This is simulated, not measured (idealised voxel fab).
The following process module bears the name voxel ribs on slabs.
Each square cell in cross-section cut measures 5 nm, and the section as a whole is 290 nm wide.
A cross-section in this document is a grid of square cells, and it is written down as bands, the top band listed before the ones below it; a band is made up of one or more rows of cells.
It is stipulated that each band's entry specify, in nanometres, the height of the top of the band and then that of its bottom, followed by the materials of the band in left-to-right sequence, each together with its width in nanometres. A single material marked by the word "edge to edge" is understood to fill the band from edge to edge; the word "blank" is understood to denote empty space.
Where do heights start? At 0: under that level the wafer as delivered is made of one material only. And the lowest band has no floor; it just carries on downward, as in "0 -> down".
Note: "30 to 40" means the width goes from the first number (top row of the band) to the second number (bottom row) in equal steps per row of cells.
"remains unaltered" for a step: no cell of the cross-section changed in that step.
"Closed void inventory" specifies each empty space that is not open to the top and that occupies no fewer than 8 cells, using the form width x height at distance, the distance measured from the left edge and all three quantities in nm.
after a step's settings: what the simulator itself notes on the step
Steps that use a mask can have "overlay nm" on their line. It says how far the mask sat to the right of where it was meant to be. Negative means to the left.

plan
| 1 | op RECEIVE | material Si |
| 2 | op DIRECTIONAL_DEP | material SiO2 | thk nm 25 |
| 3 | op DIRECTIONAL_DEP | material polySi | thk nm 25 |
| 4 | op PATTERN | tone cover | mask id RIB | material resist | width nm 30 | thk nm 20 | overlay nm 0 |
| 5 | op DIRECTIONAL_ETCH | etch materials polySi | depth nm 10 |
| 6 | op STRIP | etch materials resist |
| 7 | op MASKED_ETCH | tone cover | mask id SLAB | width nm 90 | etch materials polySi | depth nm 15 | overlay nm 0 |
| 8 | op FILL_DEP | material SiO2 | thk nm 25 |
| 9 | op CMP | height nm 70 |
| 10 | op DIRECTIONAL_DEP | material TiN | thk nm 5 |
| 11 | op MASKED_ETCH | tone cover | mask id HEATER | width nm 40 | etch materials TiN | depth nm 5 | overlay nm 0 |
| 12 | op CONFORMAL_DEP | material SiO2 | thk nm 5 |

As-received wafer cross-section (after step 1)
- 0 -> down = Si edge to edge
- Closed void inventory: none

Looking at the first of two wafers in cross-section at end of module - ran to plan
- 80 -> 75 = 120 nm blank  50 nm SiO2  120 nm blank
- 75 -> 70 = 125 nm SiO2  40 nm TiN  125 nm SiO2
- 70 -> 50 = SiO2 edge to edge
- 50 -> 40 = 130 nm SiO2  30 nm polySi  130 nm SiO2
- 40 -> 25 = 100 nm SiO2  90 nm polySi  100 nm SiO2
- 25 -> 0 = SiO2 edge to edge
- 0 -> down = Si edge to edge
- Closed void inventory: none

Module end: cross-section of wafer two of two. Same start and process plan as the first wafer. One mistake during execution
- 80 -> 75 = 130 nm SiO2  30 nm blank  130 nm SiO2
- 75 -> 70 = 125 nm TiN  40 nm SiO2  125 nm TiN
- 70 -> 50 = SiO2 edge to edge
- 50 -> 40 = 130 nm SiO2  30 nm polySi  130 nm SiO2
- 40 -> 25 = 100 nm SiO2  90 nm polySi  100 nm SiO2
- 25 -> 0 = SiO2 edge to edge
- 0 -> down = Si edge to edge
- Closed void inventory: none
Heads up, the wafer didn't run the way we planned it: not per plan at step 11, really ran op MASKED_ETCH | tone open | mask id HEATER | width nm 40 | etch materials TiN | depth nm 5 | overlay nm 0
Final wafer comparison in cells, second versus first, more or fewer per material: 42 more of TiN
